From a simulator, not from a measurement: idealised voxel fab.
Name of the process module below: voxel transistor to metal
Square cells of 5 nm make up the cross-section cut, whose width is 270 nm.
Cross-section layout: square cells on a grid; listed as bands, top to bottom; a band spans one or more cell rows. What a band's entry tells you: where the top is and where the bottom is, as heights in nm, and after that what lies inside, material by material from left to right, each with its width in nm. Empty space is written as the word "blank", and a single material marked with the word "full width" occupies the band from edge to edge. Heads up on the height convention: 0 is the point under which the incoming wafer is all one material, and the lowest band has no bottom, it just keeps going down, like "from 0 down". It should be noted that a width expressed as "30->40" varies in equal increments from row to row of cells within the band, taking the value of the first number at the top row and that of the second number at the bottom row. A step reported as "nothing altered" is a step in which no cell of the cross-section changed. Voids not open to the top, 8 cells minimum: see "Sealed void inventory". Written width x height at distance; distance is from the left edge; nm. What comes after the settings on a step's line is commentary from the simulator itself on that step. overlay nm: right-of-plan distance of the mask on a masked step; negative values mean left-of-plan.
These are the steps we planned for the process
step 1: RECEIVE: material Si
step 2: CONFORMAL_DEP: material SiO2, thk nm 5
step 3: CONFORMAL_DEP: material SiN, thk nm 15
step 4: DIRECTIONAL_DEP: material aC, thk nm 15
step 5: PATTERN: tone cover, mask id ACTIVE, material resist, width nm 105, pitch nm 135, thk nm 30, overlay nm 0
step 6: DIRECTIONAL_ETCH: etch materials aC, depth nm 15
step 7: STRIP: etch materials resist
step 8: DIRECTIONAL_ETCH: etch materials SiN, depth nm 15
step 9: DIRECTIONAL_ETCH: etch materials SiO2, depth nm 5
step 10: DIRECTIONAL_ETCH: etch materials Si, depth nm 25
step 11: STRIP: etch materials aC
step 12: OXIDIZE: depth nm 5
step 13: FILL_DEP: material SiO2, thk nm 5
step 14: CMP: height nm 20
step 15: SELECTIVE_ETCH: etch materials SiO2, depth nm 5
step 16: STRIP: etch materials SiN
step 17: SELECTIVE_ETCH: etch materials SiO2, depth nm 5
step 18: OXIDIZE: depth nm 5
step 19: DIRECTIONAL_DEP: material polySi, thk nm 20
step 20: DIRECTIONAL_DEP: material SiCN, thk nm 10
step 21: MASKED_ETCH: tone cover, mask id GATE, width nm 25, pitch nm 135, etch materials SiCN, depth nm 20, overlay nm 0
step 22: MASKED_ETCH: tone cover, mask id GATE, width nm 25, pitch nm 135, etch materials polySi, depth nm 30, overlay nm 0
step 23: CONFORMAL_DEP: material SiN, thk nm 5
step 24: DIRECTIONAL_ETCH: etch materials SiN, depth nm 5
step 25: DIRECTIONAL_ETCH: etch materials SiO2, depth nm 5
step 26: DIRECTIONAL_ETCH: etch materials Si, depth nm 10
step 27: EPI: material pSi, thk nm 15
step 28: FILL_DEP: material SiO2, thk nm 10
step 29: CMP: height nm 30
step 30: DIRECTIONAL_DEP: material SiO2, thk nm 10
step 31: PATTERN: tone open, mask id CONTACT, material resist, width nm 25, thk nm 20, overlay nm 0
step 32: DIRECTIONAL_ETCH: etch materials SiO2, depth nm 40
step 33: STRIP: etch materials resist
step 34: CONFORMAL_DEP: material TiN, thk nm 5
step 35: FILL_DEP: material Ru, thk nm 5
step 36: CMP: height nm 40
step 37: CONFORMAL_DEP: material SiN, thk nm 5
step 38: DIRECTIONAL_DEP: material lowk, thk nm 25
step 39: PATTERN: tone open, mask id METAL_1, material resist, width nm 15, thk nm 20, overlay nm 0
step 40: DIRECTIONAL_ETCH: etch materials lowk, depth nm 25
step 41: DIRECTIONAL_ETCH: etch materials SiN, depth nm 5
step 42: STRIP: etch materials resist
step 43: CONFORMAL_DEP: material TiN, thk nm 5
step 44: FILL_DEP: material Ru, thk nm 5
step 45: CMP: height nm 70
step 46: CONFORMAL_DEP: material SiCN, thk nm 5
Cross-section, incoming material, after step 1
- from 0 down | Si full width
- Sealed void inventory: none
Final cross-section, module run with one mistake (start and plan as above)
- from 75 to 70 | SiCN full width
- from 70 to 45 | 25 lowk, then 5 TiN, then 5 Ru, then 5 TiN, then 55 lowk, then 5 TiN, then 5 Ru, then 5 TiN, then 50 lowk, then 5 TiN, then 5 Ru, then 5 TiN, then 55 lowk, then 5 TiN, then 5 Ru, then 5 TiN, then 25 lowk
- from 45 to 40 | 25 SiN, then 15 TiN, then 55 SiN, then 15 TiN, then 50 SiN, then 15 TiN, then 55 SiN, then 15 TiN, then 25 SiN
- from 40 to 30 | 25 SiO2, then 5 TiN, then 15 Ru, then 5 TiN, then 35 SiO2, then 5 TiN, then 15 Ru, then 5 TiN, then 50 SiO2, then 5 TiN, then 15 Ru, then 5 TiN, then 35 SiO2, then 5 TiN, then 15 Ru, then 5 TiN, then 25 SiO2
- from 30 to 20 | 25 SiO2, then 5 TiN, then 15 Ru, then 5 TiN, then 5 SiN, then 25 SiCN, then 5 SiN, then 5 TiN, then 15 Ru, then 5 TiN, then 50 SiO2, then 5 TiN, then 15 Ru, then 5 TiN, then 5 SiN, then 25 SiCN, then 5 SiN, then 5 TiN, then 15 Ru, then 5 TiN, then 25 SiO2
- from 20 to 15 | 25 SiO2, then 5 TiN, then 15 Ru, then 5 TiN, then 5 SiN, then 25 polySi, then 5 SiN, then 5 TiN, then 15 Ru, then 5 TiN, then 50 SiO2, then 5 TiN, then 15 Ru, then 5 TiN, then 5 SiN, then 25 polySi, then 5 SiN, then 5 TiN, then 15 Ru, then 5 TiN, then 25 SiO2
- from 15 to 10 | 25 SiO2, then 25 TiN, then 5 SiN, then 25 polySi, then 5 SiN, then 25 TiN, then 50 SiO2, then 25 TiN, then 5 SiN, then 25 polySi, then 5 SiN, then 25 TiN, then 25 SiO2
- from 10 to 5 | 10 SiO2, then 5 SiN, then 10 SiO2, then 10 TiN, then 15 pSi, then 5 SiN, then 25 polySi, then 5 SiN, then 15 pSi, then 10 TiN, then 10 SiO2, then 5 SiN, then 20 SiO2, then 5 SiN, then 10 SiO2, then 10 TiN, then 15 pSi, then 5 SiN, then 25 polySi, then 5 SiN, then 15 pSi, then 10 TiN, then 10 SiO2, then 5 SiN, then 10 SiO2
- from 5 to 0 | 10 SiO2, then 5 SiN, then 35 pSi, then 5 SiN, then 25 polySi, then 5 SiN, then 35 pSi, then 5 SiN, then 20 SiO2, then 5 SiN, then 35 pSi, then 5 SiN, then 25 polySi, then 5 SiN, then 35 pSi, then 5 SiN, then 10 SiO2
- from 0 to -5 | 10 SiO2, then 10 SiN, then 30 pSi, then 35 SiO2, then 30 pSi, then 10 SiN, then 20 SiO2, then 10 SiN, then 30 pSi, then 35 SiO2, then 30 pSi, then 10 SiN, then 10 SiO2
- from -5 to -10 | 25 SiO2, then 25 pSi, then 35 Si, then 25 pSi, then 50 SiO2, then 25 pSi, then 35 Si, then 25 pSi, then 25 SiO2
- from -10 to -15 | 20 SiO2, then 5 Si, then 25 pSi, then 35 Si, then 25 pSi, then 5 Si, then 40 SiO2, then 5 Si, then 25 pSi, then 35 Si, then 25 pSi, then 5 Si, then 20 SiO2
- from -15 to -30 | 20 SiO2, then 95 Si, then 40 SiO2, then 95 Si, then 20 SiO2
- from -30 down | Si full width
- Sealed void inventory: none
The plan and the run diverged here: not run: step 2 of the plan (skipped)
